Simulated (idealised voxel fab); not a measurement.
The process module that follows is named voxel fin reveal.
Cross-section cut spans 180 nm and uses square cells 5 nm in size.
Throughout this document, each cross-section is represented as a grid of square cells and is presented as a sequence of bands enumerated from the top downward, where a band comprises one or more rows of cells. A band entry consists of two parts. The first gives the height of the band's top and the height of its bottom, in nm. The rest lists the band's materials from left to right, each with its width in nm. A single material labelled with the word "full width" fills the band from edge to edge, and the word "air" marks empty space. Convention: height 0 is the level below which the wafer, as received, is all one material. The lowest band does not terminate at the bottom but continues downward, represented as "0..down". Read "30..40" as a graded width: first number on top, second number at the bottom, same change between each pair of neighbouring rows. "nothing got changed" for a step: no cell of the cross-section changed in that step. "Catalogued sealed voids" means: voids of 8 cells or more that are shut off from the top with no open way through. Written width x height at distance, distance from the left edge, in nm. Text after the settings on a step's line: the simulator's own remark on that step. overlay nm: how far to the right of its planned place the mask lay on this masked step (negative: to the left).
**Planned step list for the process**
- 1: RECEIVE, material Si
- 2: CONFORMAL_DEP, material SiN, thk nm 10
- 3: DIRECTIONAL_DEP, material aC, thk nm 10
- 4: PATTERN, tone cover, mask id FINS, material resist, width nm 15, pitch nm 45, thk nm 25, overlay nm 0
- 5: DIRECTIONAL_ETCH, etch materials aC, depth nm 10
- 6: STRIP, etch materials resist
- 7: DIRECTIONAL_ETCH, etch materials SiN, depth nm 10
- 8: DIRECTIONAL_ETCH, etch materials Si, depth nm 30
- 9: STRIP, etch materials aC
- 10: FILL_DEP, material SiO2, thk nm 10
- 11: CMP, height nm 10
- 12: SELECTIVE_ETCH, etch materials SiO2, depth nm 30
- 13: STRIP, etch materials SiN
- 14: CONFORMAL_DEP, material HfO2, thk nm 5
**Wafer at receipt (post step 1), cross-section**
> 0..down | Si full width
> Catalogued sealed voids: none
**a wafer at the end: this start, this plan, one mistake**
> 5..0 | 55 air; 25 HfO2; 20 air; 25 HfO2; 55 air
> 0..-15 | 55 air; 5 HfO2; 15 Si; 5 HfO2; 20 air; 5 HfO2; 15 Si; 5 HfO2; 55 air
> -15..-20 | 60 HfO2; 15 Si; 30 HfO2; 15 Si; 60 HfO2
> -20..-60 | 60 SiO2; 15 Si; 30 SiO2; 15 Si; 60 SiO2
> -60..down | Si full width
> Catalogued sealed voids: none
Processing error: in the plan, step 8 was performed twice
